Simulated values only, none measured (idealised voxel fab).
process module | voxel self aligned contacts
The cross-section on display is named cut; it measures 270 nm wide, and its cells are 5 nm squares.
Throughout this document, each cross-section is represented as a grid of square cells and is presented as a sequence of bands enumerated from the top downward, where a band comprises one or more rows of cells.
Quick guide to a band line: top height, bottom height (nm) up front; then every material left to right with its width in nm. Only one material and it's marked "full width"? Then it fills the band edge to edge. And "air" just means empty space.
Height 0 is the level under which the wafer as received is all one material. The lowest band goes on downwards, as in "from 0 down".
Think of "30..40" as a width that walks from the first number to the second as you go down the band, top row to bottom row, taking equal-sized steps from row to row.
"identical to before" (step): cross-section cells unchanged, all of them.
Heads up: "Cavities, sealed" only lists the empty pockets with no open path to the top that are 8 cells or more, and it writes them as width x height at distance, distance from the left edge, in nm.
Whatever follows a step's settings on its line is a remark the simulator itself makes about that step.
On any step carrying a mask, the "overlay nm" setting, if present on the step's line, tells how far right of its planned place the mask lay; negative values point to the left.
### plan
1. RECEIVE | material Si
2. OXIDIZE | depth nm 5
3. DIRECTIONAL_DEP | material polySi | thk nm 30
4. DIRECTIONAL_DEP | material SiN | thk nm 15
5. MASKED_ETCH | tone cover | mask id GATE | width nm 25 | pitch nm 55 | etch materials SiN | depth nm 15 | overlay nm 0
6. MASKED_ETCH | tone cover | mask id GATE | width nm 25 | pitch nm 55 | etch materials polySi | depth nm 30 | overlay nm 0
7. CONFORMAL_DEP | material SiN | thk nm 5
8. DIRECTIONAL_ETCH | etch materials SiN | depth nm 5
9. FILL_DEP | material SiO2 | thk nm 10
10. CMP | height nm 50
11. MASKED_ETCH | tone open | mask id CONTACT | width nm 40 | pitch nm 55 | etch materials SiO2 | depth nm 55 | overlay nm 0
12. CONFORMAL_DEP | material TiN | thk nm 5
13. FILL_DEP | material Ru | thk nm 10
14. CMP | height nm 50
15. CONFORMAL_DEP | material SiCN | thk nm 5
### As received (post step 1): cross-section
from 0 down: Si full width
Cavities, sealed: none
### The following cross-section depicts the wafer upon conclusion of the module. Processing commenced from the starting condition illustrated above and adhered to the plan illustrated above, save for one mistake in execution
from 55 to 50: SiCN full width
from 50 to 40: SiO2=60, SiN=35, TiN=5, Ru=10, TiN=5, SiN=35, TiN=5, Ru=10, TiN=5, SiN=35, SiO2=65
from 40 to 35: SiO2=60, SiN=35, TiN=20, SiN=35, TiN=20, SiN=35, SiO2=65
from 35 to 30: SiN full width
from 30 to 0: polySi full width
from 0 to -5: SiO2 full width
from -5 down: Si full width
Cavities, sealed: none
Run error: step 4, actual vs plan mismatch, actual run DIRECTIONAL_DEP | material SiN | thk nm 20
